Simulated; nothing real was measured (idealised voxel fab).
Module name: voxel lift off (process module)
cross-section cut | 170 nm wide | cells 5 nm
Cross-section, as written here: a square-cell grid given band by band from the top down, where a band holds one or more rows of cells. In this notation a band is specified by the heights of its top and bottom, in that order and in nm, after which its materials appear from left to right, each paired with its width in nm. The word "full width" attached to a single material means that material fills the band from edge to edge; the word "air" stands for empty space. Heights are expressed relative to 0, this being the level below which the as-received wafer comprises one material exclusively. The lowest band is unbounded in the downward direction and is denoted as in "0 nm and below". A two-number width, for instance "30->40", indicates that the width is equal to the first number in the top row of the band and to the second number in the bottom row, and that it changes by a constant amount per row of cells. "no alteration", as given for a step, is the statement that not any cell of the cross-section underwent a change during that step. Empty spaces counting at least 8 cells and having no open way to the top are listed in "Closed cavity list". The notation width x height at distance is used for each, the distance being from the left edge and all three values in nm. Anything after a step's settings on that line? It's the simulator's own note about the step. The optional step-line setting "overlay nm" applies to steps with a mask and quantifies how far to the right of its planned location the mask lay, a negative value indicating leftward placement.

-- The steps planned for the process are as follows
1: RECEIVE with material Si
2: CONFORMAL_DEP with material SiN, thk nm 5
3: PATTERN with tone open, mask id LINES, material resist, width nm 20, pitch nm 50, thk nm 25, overlay nm 0
4: DIRECTIONAL_DEP with material Ru, thk nm 10
5: STRIP with etch materials resist
6: CONFORMAL_DEP with material SiCN, thk nm 5

-- First wafer out of two, processed as planned

-- Cross-section of the wafer upon arrival, representing the state reached after step 1
* 0 nm and below: Si full width
* Closed cavity list: none

-- Presented here is a cross-section of the wafer after step 2 has been performed
* 5 nm to 0 nm: SiN full width
* Unchanged below 0.

-- Presented here is a cross-section of the wafer after step 3 has been performed
* 30 nm to 5 nm: resist: 50  air: 20  resist: 30  air: 20  resist: 50
* Unchanged below 5.

-- Presented here is a cross-section of the wafer after step 4 has been performed
* 40 nm to 30 nm: Ru: 50  air: 20  Ru: 30  air: 20  Ru: 50
* 30 nm to 15 nm: resist: 50  air: 20  resist: 30  air: 20  resist: 50
* 15 nm to 5 nm: resist: 50  Ru: 20  resist: 30  Ru: 20  resist: 50
* Unchanged below 5.

-- Presented here is a cross-section of the wafer after step 5 has been performed
* 15 nm to 5 nm: air: 50  Ru: 20  air: 30  Ru: 20  air: 50
* Unchanged below 5.

-- Presented here is a cross-section of the wafer after step 6 has been performed
* 20 nm to 15 nm: air: 45  SiCN: 30  air: 20  SiCN: 30  air: 45
* 15 nm to 10 nm: air: 45  SiCN: 5  Ru: 20  SiCN: 5  air: 20  SiCN: 5  Ru: 20  SiCN: 5  air: 45
* 10 nm to 5 nm: SiCN: 50  Ru: 20  SiCN: 30  Ru: 20  SiCN: 50
* Unchanged below 5.

-- Now the other wafer: same start, same recipe, but we messed up one thing when running it. Up to and including step 1 it's the same as the first one

-- Cross-section: second wafer, time at which step 2 was scheduled to end
* 5 nm to 0 nm: Ru full width
* Unchanged below 0.

-- Cross-section: second wafer, time at which step 3 was scheduled to end
* 30 nm to 5 nm: resist: 50  air: 20  resist: 30  air: 20  resist: 50
* Unchanged below 5.

-- Cross-section: second wafer, time at which step 4 was scheduled to end
* 40 nm to 30 nm: Ru: 50  air: 20  Ru: 30  air: 20  Ru: 50
* 30 nm to 15 nm: resist: 50  air: 20  resist: 30  air: 20  resist: 50
* 15 nm to 5 nm: resist: 50  Ru: 20  resist: 30  Ru: 20  resist: 50
* Unchanged below 5.

-- Cross-section: second wafer, time at which step 5 was scheduled to end
* 15 nm to 5 nm: air: 50  Ru: 20  air: 30  Ru: 20  air: 50
* Unchanged below 5.

-- Cross-section: second wafer, time at which step 6 was scheduled to end
* 20 nm to 15 nm: air: 45  SiCN: 30  air: 20  SiCN: 30  air: 45
* 15 nm to 10 nm: air: 45  SiCN: 5  Ru: 20  SiCN: 5  air: 20  SiCN: 5  Ru: 20  SiCN: 5  air: 45
* 10 nm to 5 nm: SiCN: 50  Ru: 20  SiCN: 30  Ru: 20  SiCN: 50
* Unchanged below 5.
It is concluded that the wafer was processed incorrectly with respect to the plan, in that step 2 changed vs plan, executed as CONFORMAL_DEP with material Ru, thk nm 5
At the finish, the second wafer shows more or fewer cells for some materials than the first does: +34 Ru | -34 SiN
